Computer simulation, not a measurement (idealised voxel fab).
process module | voxel quadruple lines
Cross-section cut: width 255 nm, square cells of 5 nm.
Notation: cross-section as square-cell grid; stated in bands, top first, going down; one or more cell rows per band. Heads up on the band format: heights come first, top then bottom, in nm. After that it's the materials left to right, each with its width in nm. A single material flagged "edge to edge" fills the whole band edge to edge, and "air" means there's empty space there. A quick word on heights: they are counted from 0, and under that level the wafer as it came to us is one material throughout. The lowest band is different from the rest in having no bottom; it simply continues downward, written as in "0 -> down". Quick explanation for "30->40": the width changes in equal steps down the rows of cells, from the first number in the band's top row to the second number in its bottom row. No cell of the cross-section changed in a step that is given as "no alterations made". Enclosed voids (no open way to top), threshold 8 cells or more, entry "Closed void listing", notation width x height at distance, distance from left edge, nm. Whatever follows a step's settings on its line is a remark the simulator itself makes about that step. overlay nm: how far to the right of its planned place the mask lay on this masked step (negative: to the left).

LISTED BELOW ARE THE PROCESS STEPS AS PLANNED
1: RECEIVE [material Si]
2: CONFORMAL_DEP [material Al2O3] [thk nm 5]
3: DIRECTIONAL_DEP [material W] [thk nm 15]
4: DIRECTIONAL_DEP [material polySi] [thk nm 20]
5: DIRECTIONAL_DEP [material aC] [thk nm 20]
6: PATTERN [tone cover] [mask id MANDREL] [material resist] [width nm 20] [pitch nm 60] [thk nm 25] [overlay nm -15]
7: DIRECTIONAL_ETCH [etch materials aC] [depth nm 20]
8: STRIP [etch materials resist]
9: CONFORMAL_DEP [material SiO2] [thk nm 10]
10: DIRECTIONAL_ETCH [etch materials SiO2] [depth nm 10]
11: STRIP [etch materials aC]
12: DIRECTIONAL_ETCH [etch materials polySi] [depth nm 20]
13: STRIP [etch materials SiO2]
14: CONFORMAL_DEP [material SiN] [thk nm 5]
15: DIRECTIONAL_ETCH [etch materials SiN] [depth nm 5]
16: STRIP [etch materials polySi]
17: DIRECTIONAL_ETCH [etch materials W] [depth nm 15]
18: STRIP [etch materials SiN]
19: FILL_DEP [material lowk] [thk nm 5]
20: CMP [height nm 20]
The plan's step 6 overlay nm is the first wafer's value; the wafers differ in this setting and start identical.

HERE'S THE FIRST OF THE WAFERS IN CROSS-SECTION, JUST AS WE GOT IT, I.E. AFTER STEP 1
- 0 -> down = Si edge to edge
- Closed void listing: none

THE TABLE BELOW HAS ONE ROW FOR EACH WAFER; A ROW SHOWS, AS OF THE END OF THE MODULE, HOW MANY CELLS OF EACH MATERIAL THE WAFER HAS GAINED, MARKED (+), OR LOST, MARKED (-), SINCE IT WAS RECEIVED, AND THEN THE WAFER'S CLOSED VOIDS
overlay nm -15 | +51 Al2O3 | +24 W | +129 lowk | Closed void listing: none
overlay nm -10 | +51 Al2O3 | +24 W | +129 lowk | Closed void listing: none
overlay nm -5 | +51 Al2O3 | +24 W | +129 lowk | Closed void listing: none
overlay nm 0 | +51 Al2O3 | +24 W | +129 lowk | Closed void listing: none
overlay nm 5 | +51 Al2O3 | +24 W | +129 lowk | Closed void listing: none
overlay nm 10 | +51 Al2O3 | +24 W | +129 lowk | Closed void listing: none
overlay nm 15 | +51 Al2O3 | +24 W | +129 lowk | Closed void listing: none
